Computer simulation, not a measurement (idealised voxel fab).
Process module, titled voxel capacitor over wiring
Square cell edge 5 nm, section width 235 nm, ID cut.
Cross-section spec: square-cell grid; bands listed top down; each band is one or more rows.
Look at the band entry: it leads with the top's height and the bottom's height in nm. Then it lists the materials left to right, with a width in nm for each. The word "full width" on a single material says that material fills the band edge to edge. The word "air" is empty space.
Convention: height 0 is the level below which the wafer, as received, is all one material. The lowest band does not terminate at the bottom but continues downward, represented as "0..down".
Top row gets the first number, bottom row gets the second, and each row in between changes by the same step: that is how a band width like "30 to 40" works.
Take "no modification" at face value: in the step it is given for, the cross-section changed in none of its cells.
The list in "Completely sealed voids" covers empty spaces of 8 cells or more that cannot reach the top through any open way, and it gives each as width x height at distance; the distance is from the left edge, and width, height and distance are in nm.
On a step's line, text after the settings is the simulator commenting on that step.
overlay nm: how far to the right of its planned place the mask lay on this masked step (negative: to the left).
[Planned step list for the process]
1) RECEIVE: material Si
2) CONFORMAL_DEP: material SiO2, thk nm 10
3) DIRECTIONAL_DEP: material TiN, thk nm 5
4) DIRECTIONAL_DEP: material Ru, thk nm 25
5) DIRECTIONAL_DEP: material aC, thk nm 10
6) PATTERN: tone cover, mask id METAL_1, material resist, width nm 30, pitch nm 80, thk nm 25, overlay nm 0
7) DIRECTIONAL_ETCH: etch materials aC, depth nm 10
8) STRIP: etch materials resist
9) DIRECTIONAL_ETCH: etch materials Ru, depth nm 25
10) DIRECTIONAL_ETCH: etch materials TiN, depth nm 5
11) STRIP: etch materials aC
12) CONFORMAL_DEP: material SiCN, thk nm 5
13) FILL_DEP: material lowk, thk nm 10
14) CMP: height nm 40
15) CONFORMAL_DEP: material SiCN, thk nm 5
16) DIRECTIONAL_DEP: material lowk, thk nm 10
17) MASKED_ETCH: tone open, mask id PLUG_1, width nm 15, etch materials lowk, depth nm 10, overlay nm 0
18) MASKED_ETCH: tone open, mask id PLUG_1, width nm 15, etch materials SiCN, depth nm 5, overlay nm 0
19) CONFORMAL_DEP: material TiN, thk nm 5
20) FILL_DEP: material Cu, thk nm 10
21) CMP: height nm 55
22) DIRECTIONAL_DEP: material TiN, thk nm 5
23) DIRECTIONAL_DEP: material Al2O3, thk nm 5
24) DIRECTIONAL_DEP: material TiN, thk nm 5
25) PATTERN: tone cover, mask id UPPER_PLATE, material resist, width nm 55, thk nm 15, overlay nm 0
26) DIRECTIONAL_ETCH: etch materials TiN, depth nm 5
27) DIRECTIONAL_ETCH: etch materials Al2O3, depth nm 5
28) STRIP: etch materials resist
29) MASKED_ETCH: tone cover, mask id LOWER_PLATE, width nm 65, etch materials TiN, depth nm 10, overlay nm 0
30) FILL_DEP: material SiO2, thk nm 15
31) CMP: height nm 85
32) PATTERN: tone open, mask id PLUG_2, material resist, width nm 15, thk nm 20, overlay nm 0
33) DIRECTIONAL_ETCH: etch materials SiO2, depth nm 10
34) STRIP: etch materials resist
35) CONFORMAL_DEP: material TiN, thk nm 5
36) FILL_DEP: material Cu, thk nm 10
37) CMP: height nm 85
38) CONFORMAL_DEP: material SiN, thk nm 5
The wafers are alike at the start. At step 22, their thk nm differs. The plan lists the first wafer's value.
[As-received cross-section, first of several wafers, post step 1]
0..down: Si full width
Completely sealed voids: none
[First of several wafers in cross-section at module end, following the final step, step 38]
90..85: SiN full width
85..80: 85 SiO2 / 5 TiN / 5 Cu / 5 TiN / 135 SiO2
80..75: 85 SiO2 / 15 TiN / 135 SiO2
75..70: SiO2 full width
70..65: 75 SiO2 / 55 TiN / 105 SiO2
65..60: 75 SiO2 / 55 Al2O3 / 105 SiO2
60..55: 70 SiO2 / 65 TiN / 100 SiO2
55..45: 75 lowk / 5 TiN / 5 Cu / 5 TiN / 145 lowk
45..40: 75 SiCN / 15 TiN / 145 SiCN
40..15: 55 lowk / 5 SiCN / 30 Ru / 5 SiCN / 40 lowk / 5 SiCN / 30 Ru / 5 SiCN / 60 lowk
15..10: 60 SiCN / 30 TiN / 50 SiCN / 30 TiN / 65 SiCN
10..0: SiO2 full width
0..down: Si full width
Completely sealed voids: none
[So this is the cross-section on the last wafer at the end of the module]
90..85: SiN full width
85..80: 75 SiO2 / 55 Al2O3 / 105 SiO2
80..70: 70 SiO2 / 65 TiN / 100 SiO2
70..55: TiN full width
55..45: 75 lowk / 5 TiN / 5 Cu / 5 TiN / 145 lowk
45..40: 75 SiCN / 15 TiN / 145 SiCN
40..15: 55 lowk / 5 SiCN / 30 Ru / 5 SiCN / 40 lowk / 5 SiCN / 30 Ru / 5 SiCN / 60 lowk
15..10: 60 SiCN / 30 TiN / 50 SiCN / 30 TiN / 65 SiCN
10..0: SiO2 full width
0..down: Si full width
Completely sealed voids: none
[What follows is a table in which each wafer occupies a row; for the wafer as it stands at the close of the module, the row states, material by material, how many cells have been gained (+) or lost (-) since receipt, and then gives its closed voids]
thk nm 5, +11 Al2O3, +3 Cu, +60 Ru, +99 SiCN, +47 SiN, +335 SiO2, +48 TiN, +243 lowk, Completely sealed voids: none
thk nm 10, +11 Al2O3, +3 Cu, +60 Ru, +99 SiCN, +47 SiN, +322 SiO2, +61 TiN, +243 lowk, Completely sealed voids: none
thk nm 15, +11 Al2O3, +2 Cu, +60 Ru, +99 SiCN, +47 SiN, +278 SiO2, +106 TiN, +243 lowk, Completely sealed voids: none
thk nm 20, +11 Al2O3, +2 Cu, +60 Ru, +99 SiCN, +47 SiN, +234 SiO2, +150 TiN, +243 lowk, Completely sealed voids: none
thk nm 25, +11 Al2O3, +2 Cu, +60 Ru, +99 SiCN, +47 SiN, +198 SiO2, +186 TiN, +243 lowk, Completely sealed voids: none
